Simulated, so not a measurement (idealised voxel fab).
process module | voxel self aligned vias
cross-section cut | 235 nm wide | cells 5 nm
A cross-section is a grid of square cells, given in bands from the top down. A band is one or more rows of cells.
Each band's line starts with the height of the band's top and of its bottom, in nm. Then come its materials from left to right, each with its width in nm. One material with "throughout" fills the band from edge to edge. "air" is empty space.
Height 0 is the level under which the wafer as received is all one material. The lowest band goes on downwards, as in "0 down".
A width such as "30 to 40" changes by the same amount from each row of cells to the next, from the band's top row to its bottom row.
"no change" after a step means that no cell of the cross-section changed.
closed voids: empty space of 8 cells or more with no open way to the top, each as width x height at its distance from the left edge, in nm
after a step's settings: what the simulator itself notes on the step
overlay nm, on a step with a mask: how far to the right of its planned place the mask lay; to the left if negative
plan
1 op RECEIVE | material Si
2 op CONFORMAL_DEP | material SiO2 | thk nm 10
3 op CONFORMAL_DEP | material SiCN | thk nm 5
4 op DIRECTIONAL_DEP | material SiO2 | thk nm 20
5 op PATTERN | tone open | mask id LINES | material resist | width nm 30 | pitch nm 70 | thk nm 20 | overlay nm 0
6 op DIRECTIONAL_ETCH | etch materials SiO2 | depth nm 20
7 op STRIP | etch materials resist
8 op CONFORMAL_DEP | material TiN | thk nm 5
9 op FILL_DEP | material Ru | thk nm 5
10 op CMP | height nm 35
11 op SELECTIVE_ETCH | etch materials W Ru TiN | depth nm 10
12 op FILL_DEP | material SiN | thk nm 5
13 op CMP | height nm 35
14 op DIRECTIONAL_DEP | material SiO2 | thk nm 15
15 op DIRECTIONAL_DEP | material aC | thk nm 15
16 op PATTERN | tone open | mask id VIAS | material resist | width nm 50 | pitch nm 70 | thk nm 35 | overlay nm 0
17 op DIRECTIONAL_ETCH | etch materials aC | depth nm 15
18 op STRIP | etch materials resist
19 op DIRECTIONAL_ETCH | etch materials SiO2 | depth nm 15
20 op DIRECTIONAL_ETCH | etch materials SiN | depth nm 10
21 op STRIP | etch materials aC
22 op CONFORMAL_DEP | material TiN | thk nm 5
23 op FILL_DEP | material W | thk nm 5
24 op CMP | height nm 50
25 op CONFORMAL_DEP | material SiCN | thk nm 5
as received, after step 1
  0 down: Si throughout
  closed voids: none
first wafer at the end, as planned
  55 to 50: SiCN throughout
  50 to 40: SiO2 20 | TiN 5 | W 40 | TiN 5 | SiO2 20 | TiN 5 | W 40 | TiN 5 | SiO2 20 | TiN 5 | W 40 | TiN 5 | SiO2 25
  40 to 30: SiO2 20 to 30 | TiN 15 to 5 | W 20 | TiN 15 to 5 | SiO2 20 to 40 | TiN 15 to 5 | W 20 | TiN 15 to 5 | SiO2 20 to 40 | TiN 15 to 5 | W 20 | TiN 15 to 5 | SiO2 25 to 35
  30 to 25: SiO2 30 | TiN 30 | SiO2 40 | TiN 30 | SiO2 40 | TiN 30 | SiO2 35
  25 to 20: SiO2 30 | TiN 5 | Ru 20 | TiN 5 | SiO2 40 | TiN 5 | Ru 20 | TiN 5 | SiO2 40 | TiN 5 | Ru 20 | TiN 5 | SiO2 35
  20 to 15: SiO2 30 | TiN 30 | SiO2 40 | TiN 30 | SiO2 40 | TiN 30 | SiO2 35
  15 to 10: SiCN throughout
  10 to 0: SiO2 throughout
  0 down: Si throughout
  closed voids: none
second wafer at the end: like start, like plan, one mistake
  55 to 50: SiCN throughout
  50 to 40: SiO2 20 | aC 5 | W 40 | aC 5 | SiO2 20 | aC 5 | W 40 | aC 5 | SiO2 20 | aC 5 | W 40 | aC 5 | SiO2 25
  40 to 30: SiO2 20 to 30 | aC 15 to 5 | W 20 | aC 15 to 5 | SiO2 20 to 40 | aC 15 to 5 | W 20 | aC 15 to 5 | SiO2 20 to 40 | aC 15 to 5 | W 20 | aC 15 to 5 | SiO2 25 to 35
  30 to 25: SiO2 30 | aC 30 | SiO2 40 | aC 30 | SiO2 40 | aC 30 | SiO2 35
  25 to 20: SiO2 30 | TiN 5 | Ru 20 | TiN 5 | SiO2 40 | TiN 5 | Ru 20 | TiN 5 | SiO2 40 | TiN 5 | Ru 20 | TiN 5 | SiO2 35
  20 to 15: SiO2 30 | TiN 30 | SiO2 40 | TiN 30 | SiO2 40 | TiN 30 | SiO2 35
  15 to 10: SiCN throughout
  10 to 0: SiO2 throughout
  0 down: Si throughout
  closed voids: none
what went wrong: step 22 ran as: op CONFORMAL_DEP | material aC | thk nm 5
at the end the second wafer has, in cells: 54 fewer of TiN | 54 more of aC
